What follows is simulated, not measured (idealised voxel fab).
process module | voxel fin reveal
cross-section cut | 270 nm wide | cells 5 nm
A cross-section is a grid of square cells, given in bands from the top down. A band is one or more rows of cells.
Each band's line starts with the height of the band's top and of its bottom, in nm. Then come its materials from left to right, each with its width in nm. One material with "throughout" fills the band from edge to edge. "air" is empty space.
Height 0 is the level under which the wafer as received is all one material. The lowest band goes on downwards, as in "0 down".
A width such as "30 to 40" changes by the same amount from each row of cells to the next, from the band's top row to its bottom row.
"no change" after a step means that no cell of the cross-section changed.
closed voids: empty space of 8 cells or more with no open way to the top, each as width x height at its distance from the left edge, in nm
after a step's settings: what the simulator itself notes on the step
overlay nm, on a step with a mask: how far to the right of its planned place the mask lay; to the left if negative
plan
1 op RECEIVE | material Si
2 op CONFORMAL_DEP | material SiN | thk nm 5
3 op PATTERN | tone cover | mask id FINS | material resist | width nm 15 | pitch nm 45 | thk nm 20 | overlay nm 0
4 op DIRECTIONAL_ETCH | etch materials SiN | depth nm 5
5 op DIRECTIONAL_ETCH | etch materials Si | depth nm 30
6 op STRIP | etch materials resist
7 op FILL_DEP | material SiO2 | thk nm 15
8 op CMP | height nm 5
9 op SELECTIVE_ETCH | etch materials SiO2 | depth nm 15
10 op STRIP | etch materials SiN
11 op CONFORMAL_DEP | material HfO2 | thk nm 5
as received, after step 1
  0 down: Si throughout
  closed voids: none
a wafer at the end: this start, this plan, one mistake
  5 to 0: HfO2 85 | air 5 | HfO2 40 | air 5 | HfO2 40 | air 5 | HfO2 90
  0 to -5: Si 80 | HfO2 5 | air 5 | HfO2 5 | Si 30 | HfO2 5 | air 5 | HfO2 5 | Si 30 | HfO2 5 | air 5 | HfO2 5 | Si 85
  -5 to -10: Si 80 | HfO2 15 | Si 30 | HfO2 15 | Si 30 | HfO2 15 | Si 85
  -10 to -30: Si 80 | SiO2 15 | Si 30 | SiO2 15 | Si 30 | SiO2 15 | Si 85
  -30 down: Si throughout
  closed voids: none
what went wrong: step 3 ran as: op PATTERN | tone open | mask id FINS | material resist | width nm 15 | pitch nm 45 | thk nm 20 | overlay nm 0
